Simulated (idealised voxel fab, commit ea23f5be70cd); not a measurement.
process module | voxel capacitor over wiring
cross-section cut | 280 nm wide | cells 5 nm
A cross-section is a grid of square cells, given in bands from the top down. A band is one or more rows of cells.
Each band's line starts with the height of the band's top and of its bottom, in nm. Then come its materials from left to right, each with its width in nm. One material with "throughout" fills the band from edge to edge. "air" is empty space.
Height 0 is the level under which the wafer as received is all one material. The lowest band goes on downwards, as in "0 down".
A width such as "30 to 40" changes by the same amount from each row of cells to the next, from the band's top row to its bottom row.
"no change" after a step means that no cell of the cross-section changed.
closed voids: empty space of 8 cells or more with no open way to the top, each as width x height at its distance from the left edge, in nm
after a step's settings: what the simulator itself notes on the step
overlay nm, on a step with a mask: how far to the right of its planned place the mask lay; to the left if negative
plan
1 op RECEIVE | material Si
2 op CONFORMAL_DEP | material SiO2 | thk nm 10
3 op CONFORMAL_DEP | material SiN | thk nm 5
4 op DIRECTIONAL_DEP | material SiO2 | thk nm 15
5 op PATTERN | tone open | mask id METAL_1 | material resist | width nm 20 | pitch nm 70 | thk nm 15 | overlay nm 0
6 op DIRECTIONAL_ETCH | etch materials SiO2 | depth nm 15
7 op DIRECTIONAL_ETCH | etch materials SiN | depth nm 5
8 op STRIP | etch materials resist
9 op CONFORMAL_DEP | material TiN | thk nm 5
10 op FILL_DEP | material W | thk nm 10
11 op CMP | height nm 30
12 op EPI | material Ru | thk nm 5
13 op FILL_DEP | material SiCN | thk nm 5
14 op DIRECTIONAL_DEP | material lowk | thk nm 10
15 op DIRECTIONAL_DEP | material aC | thk nm 15
16 op PATTERN | tone open | mask id PLUG_1 | material resist | width nm 15 | thk nm 35 | overlay nm 0
17 op DIRECTIONAL_ETCH | etch materials aC | depth nm 15
18 op STRIP | etch materials resist
19 op DIRECTIONAL_ETCH | etch materials lowk | depth nm 10
20 op DIRECTIONAL_ETCH | etch materials SiCN | depth nm 5
21 op STRIP | etch materials aC
22 op CONFORMAL_DEP | material TiN | thk nm 5
23 op FILL_DEP | material Ru | thk nm 10
24 op CMP | height nm 50
25 op DIRECTIONAL_DEP | material TiN | thk nm 5
26 op DIRECTIONAL_DEP | material HfO2 | thk nm 5
27 op DIRECTIONAL_DEP | material TiN | thk nm 5
28 op DIRECTIONAL_DEP | material aC | thk nm 10
29 op PATTERN | tone cover | mask id UPPER_PLATE | material resist | width nm 55 | thk nm 25 | overlay nm 0
30 op DIRECTIONAL_ETCH | etch materials aC | depth nm 10
31 op STRIP | etch materials resist
32 op DIRECTIONAL_ETCH | etch materials TiN | depth nm 5
33 op DIRECTIONAL_ETCH | etch materials HfO2 | depth nm 5
34 op STRIP | etch materials aC
35 op MASKED_ETCH | tone cover | mask id LOWER_PLATE | width nm 65 | etch materials TiN | depth nm 5 | overlay nm 0
36 op FILL_DEP | material SiO2 | thk nm 15
37 op CMP | height nm 75
38 op DIRECTIONAL_DEP | material aC | thk nm 15
39 op PATTERN | tone open | mask id PLUG_2 | material resist | width nm 15 | thk nm 30 | overlay nm 0
40 op DIRECTIONAL_ETCH | etch materials aC | depth nm 15
41 op STRIP | etch materials resist
42 op DIRECTIONAL_ETCH | etch materials SiO2 | depth nm 10
43 op STRIP | etch materials aC
44 op CONFORMAL_DEP | material TiN | thk nm 5
45 op FILL_DEP | material Cu | thk nm 10
46 op CMP | height nm 75
47 op CONFORMAL_DEP | material SiCN | thk nm 5
as received, after step 1
  0 down: Si throughout
  closed voids: none
first wafer at the end, as planned
  80 to 75: SiCN throughout
  75 to 70: SiO2 110 | TiN 5 | Cu 5 | TiN 5 | SiO2 155
  70 to 60: SiO2 110 to 100 | TiN 15 to 55 | SiO2 155 to 125
  60 to 55: SiO2 100 | HfO2 55 | SiO2 125
  55 to 50: SiO2 95 | TiN 65 | SiO2 120
  50 to 40: lowk 100 | TiN 5 | Ru 5 | TiN 5 | lowk 165
  40 to 35: SiCN 100 | TiN 15 | SiCN 165
  35 to 30: SiCN 90 | Ru 30 | SiCN 40 | Ru 30 | SiCN 90
  30 to 15: SiO2 95 | TiN 5 | W 10 | TiN 5 | SiO2 50 | TiN 5 | W 10 | TiN 5 | SiO2 95
  15 to 10: SiN 95 | TiN 20 | SiN 50 | TiN 20 | SiN 95
  10 to 0: SiO2 throughout
  0 down: Si throughout
  closed voids: none
second wafer at the end: like start, like plan, one mistake
  80 to 75: SiCN throughout
  75 to 70: SiO2 110 | TiN 5 | Cu 5 | TiN 5 | SiO2 155
  70 to 60: SiO2 110 to 100 | TiN 15 to 55 | SiO2 155 to 125
  60 to 55: SiO2 100 | HfO2 55 | SiO2 125
  55 to 50: SiO2 95 | TiN 65 | SiO2 120
  50 to 40: lowk 100 | TiN 5 | Ru 5 | TiN 5 | lowk 165
  40 to 35: SiCN 100 | TiN 15 | SiCN 165
  35 to 30: SiCN 90 | Ru 30 | SiCN 40 | Ru 30 | SiCN 90
  30 to 20: SiO2 95 | TiN 5 | W 10 | TiN 5 | SiO2 50 | TiN 5 | W 10 | TiN 5 | SiO2 95
  20 to 15: SiN 95 | TiN 20 | SiN 50 | TiN 20 | SiN 95
  15 to 0: SiO2 throughout
  0 down: Si throughout
  closed voids: none
what went wrong: step 2 ran as: op CONFORMAL_DEP | material SiO2 | thk nm 15
at the end the second wafer has, in cells: 8 more of SiO2 | 4 fewer of TiN | 4 fewer of W
